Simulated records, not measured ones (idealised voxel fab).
process module | voxel self aligned vias
cross-section cut | 245 nm wide | cells 5 nm
A cross-section is a grid of square cells, given in bands from the top down. A band is one or more rows of cells.
Each band's line starts with the height of the band's top and of its bottom, in nm. Then come its materials from left to right, each with its width in nm. One material with "throughout" fills the band from edge to edge. "air" is empty space.
Height 0 is the level under which the wafer as received is all one material. The lowest band goes on downwards, as in "0 down".
A width such as "30 to 40" changes by the same amount from each row of cells to the next, from the band's top row to its bottom row.
"no change" after a step means that no cell of the cross-section changed.
closed voids: empty space of 8 cells or more with no open way to the top, each as width x height at its distance from the left edge, in nm
after a step's settings: what the simulator itself notes on the step
overlay nm, on a step with a mask: how far to the right of its planned place the mask lay; to the left if negative
plan
1 op RECEIVE | material Si
2 op CONFORMAL_DEP | material SiO2 | thk nm 15
3 op CONFORMAL_DEP | material SiCN | thk nm 5
4 op DIRECTIONAL_DEP | material SiO2 | thk nm 25
5 op MASKED_ETCH | tone open | mask id LINES | width nm 25 | pitch nm 65 | etch materials SiO2 | depth nm 25 | overlay nm 0
6 op CONFORMAL_DEP | material TiN | thk nm 5
7 op FILL_DEP | material Ru | thk nm 5
8 op CMP | height nm 45
9 op SELECTIVE_ETCH | etch materials W Ru TiN | depth nm 5
10 op FILL_DEP | material SiN | thk nm 5
11 op CMP | height nm 45
12 op DIRECTIONAL_DEP | material SiO2 | thk nm 15
13 op DIRECTIONAL_DEP | material aC | thk nm 10
14 op PATTERN | tone open | mask id VIAS | material resist | width nm 45 | pitch nm 130 | thk nm 25 | overlay nm 0
15 op DIRECTIONAL_ETCH | etch materials aC | depth nm 10
16 op STRIP | etch materials resist
17 op DIRECTIONAL_ETCH | etch materials SiO2 | depth nm 15
18 op DIRECTIONAL_ETCH | etch materials SiN | depth nm 5
19 op STRIP | etch materials aC
20 op CONFORMAL_DEP | material TiN | thk nm 5
21 op FILL_DEP | material Ru | thk nm 10
22 op CMP | height nm 60
23 op CONFORMAL_DEP | material SiN | thk nm 5
first wafer, as planned
as received, after step 1
  0 down: Si throughout
  closed voids: none
after step 2
  15 to 0: SiO2 throughout
  below 0: unchanged
after step 3
  20 to 15: SiCN throughout
  below 15: unchanged
after step 4
  45 to 20: SiO2 throughout
  below 20: unchanged
after step 5
  45 to 20: SiO2 45 | air 25 | SiO2 40 | air 25 | SiO2 40 | air 25 | SiO2 45
  below 20: unchanged
after step 6
  50 to 45: TiN 50 | air 15 | TiN 50 | air 15 | TiN 50 | air 15 | TiN 50
  45 to 25: SiO2 45 | TiN 5 | air 15 | TiN 5 | SiO2 40 | TiN 5 | air 15 | TiN 5 | SiO2 40 | TiN 5 | air 15 | TiN 5 | SiO2 45
  25 to 20: SiO2 45 | TiN 25 | SiO2 40 | TiN 25 | SiO2 40 | TiN 25 | SiO2 45
  below 20: unchanged
after step 7
  55 to 50: Ru throughout
  50 to 45: TiN 50 | Ru 15 | TiN 50 | Ru 15 | TiN 50 | Ru 15 | TiN 50
  45 to 25: SiO2 45 | TiN 5 | Ru 15 | TiN 5 | SiO2 40 | TiN 5 | Ru 15 | TiN 5 | SiO2 40 | TiN 5 | Ru 15 | TiN 5 | SiO2 45
  below 25: unchanged
after step 8
  45 to 25: SiO2 45 | TiN 5 | Ru 15 | TiN 5 | SiO2 40 | TiN 5 | Ru 15 | TiN 5 | SiO2 40 | TiN 5 | Ru 15 | TiN 5 | SiO2 45
  below 25: unchanged
after step 9
  45 to 40: SiO2 45 | air 25 | SiO2 40 | air 25 | SiO2 40 | air 25 | SiO2 45
  below 40: unchanged
after step 10
  50 to 45: SiN throughout
  45 to 40: SiO2 45 | SiN 25 | SiO2 40 | SiN 25 | SiO2 40 | SiN 25 | SiO2 45
  below 40: unchanged
after step 11
  45 to 40: SiO2 45 | SiN 25 | SiO2 40 | SiN 25 | SiO2 40 | SiN 25 | SiO2 45
  below 40: unchanged
after step 12
  60 to 45: SiO2 throughout
  below 45: unchanged
after step 13
  70 to 60: aC throughout
  below 60: unchanged
after step 14
  95 to 70: resist 35 | air 45 | resist 85 | air 45 | resist 35
  below 70: unchanged
after step 15
  85 to 70: resist 35 | air 45 | resist 85 | air 45 | resist 35
  70 to 60: aC 35 | air 45 | aC 85 | air 45 | aC 35
  below 60: unchanged
after step 16
  70 to 60: aC 35 | air 45 | aC 85 | air 45 | aC 35
  below 60: unchanged
after step 17
  70 to 60: aC 35 | air 45 | aC 85 | air 45 | aC 35
  60 to 45: SiO2 35 | air 45 | SiO2 85 | air 45 | SiO2 35
  below 45: unchanged
after step 18
  70 to 60: aC 35 | air 45 | aC 85 | air 45 | aC 35
  60 to 45: SiO2 35 | air 45 | SiO2 85 | air 45 | SiO2 35
  45 to 40: SiO2 45 | air 25 | SiO2 40 | SiN 25 | SiO2 40 | air 25 | SiO2 45
  below 40: unchanged
after step 19
  60 to 45: SiO2 35 | air 45 | SiO2 85 | air 45 | SiO2 35
  below 45: unchanged
after step 20
  65 to 60: TiN 40 | air 35 | TiN 95 | air 35 | TiN 40
  60 to 50: SiO2 35 | TiN 5 | air 35 | TiN 5 | SiO2 85 | TiN 5 | air 35 | TiN 5 | SiO2 35
  50 to 45: SiO2 35 | TiN 15 | air 15 | TiN 15 | SiO2 85 | TiN 15 | air 15 | TiN 15 | SiO2 35
  45 to 40: SiO2 45 | TiN 25 | SiO2 40 | SiN 25 | SiO2 40 | TiN 25 | SiO2 45
  below 40: unchanged
after step 21
  75 to 65: Ru throughout
  65 to 60: TiN 40 | Ru 35 | TiN 95 | Ru 35 | TiN 40
  60 to 50: SiO2 35 | TiN 5 | Ru 35 | TiN 5 | SiO2 85 | TiN 5 | Ru 35 | TiN 5 | SiO2 35
  50 to 45: SiO2 35 | TiN 15 | Ru 15 | TiN 15 | SiO2 85 | TiN 15 | Ru 15 | TiN 15 | SiO2 35
  below 45: unchanged
after step 22
  60 to 50: SiO2 35 | TiN 5 | Ru 35 | TiN 5 | SiO2 85 | TiN 5 | Ru 35 | TiN 5 | SiO2 35
  below 50: unchanged
after step 23
  65 to 60: SiN throughout
  below 60: unchanged
second wafer: like start, like plan, one mistake. Through step 13 it matches the first wafer
when step 14 should have ended
  95 to 70: air 35 | resist 45 | air 85 | resist 45 | air 35
  below 70: unchanged
when step 15 should have ended
  85 to 70: air 35 | resist 45 | air 85 | resist 45 | air 35
  70 to 60: air 35 | aC 45 | air 85 | aC 45 | air 35
  below 60: unchanged
when step 16 should have ended
  70 to 60: air 35 | aC 45 | air 85 | aC 45 | air 35
  below 60: unchanged
when step 17 should have ended
  70 to 60: air 35 | aC 45 | air 85 | aC 45 | air 35
  60 to 45: air 35 | SiO2 45 | air 85 | SiO2 45 | air 35
  below 45: unchanged
when step 18 should have ended
  70 to 60: air 35 | aC 45 | air 85 | aC 45 | air 35
  60 to 45: air 35 | SiO2 45 | air 85 | SiO2 45 | air 35
  45 to 40: SiO2 45 | SiN 25 | SiO2 40 | air 25 | SiO2 40 | SiN 25 | SiO2 45
  below 40: unchanged
when step 19 should have ended
  60 to 45: air 35 | SiO2 45 | air 85 | SiO2 45 | air 35
  below 45: unchanged
when step 20 should have ended
  65 to 60: air 30 | TiN 55 | air 75 | TiN 55 | air 30
  60 to 50: air 30 | TiN 5 | SiO2 45 | TiN 5 | air 75 | TiN 5 | SiO2 45 | TiN 5 | air 30
  50 to 45: TiN 35 | SiO2 45 | TiN 35 | air 15 | TiN 35 | SiO2 45 | TiN 35
  45 to 40: SiO2 45 | SiN 25 | SiO2 40 | TiN 25 | SiO2 40 | SiN 25 | SiO2 45
  below 40: unchanged
when step 21 should have ended
  75 to 65: Ru throughout
  65 to 60: Ru 30 | TiN 55 | Ru 75 | TiN 55 | Ru 30
  60 to 50: Ru 30 | TiN 5 | SiO2 45 | TiN 5 | Ru 75 | TiN 5 | SiO2 45 | TiN 5 | Ru 30
  50 to 45: TiN 35 | SiO2 45 | TiN 35 | Ru 15 | TiN 35 | SiO2 45 | TiN 35
  below 45: unchanged
when step 22 should have ended
  60 to 50: Ru 30 | TiN 5 | SiO2 45 | TiN 5 | Ru 75 | TiN 5 | SiO2 45 | TiN 5 | Ru 30
  below 50: unchanged
when step 23 should have ended
  65 to 60: SiN throughout
  below 60: unchanged
what went wrong: step 14 ran as: op PATTERN | tone cover | mask id VIAS | material resist | width nm 45 | pitch nm 130 | thk nm 25 | overlay nm 0
at the end the second wafer has, in cells: 23 more of Ru | 5 more of SiN | 39 fewer of SiO2 | 11 more of TiN
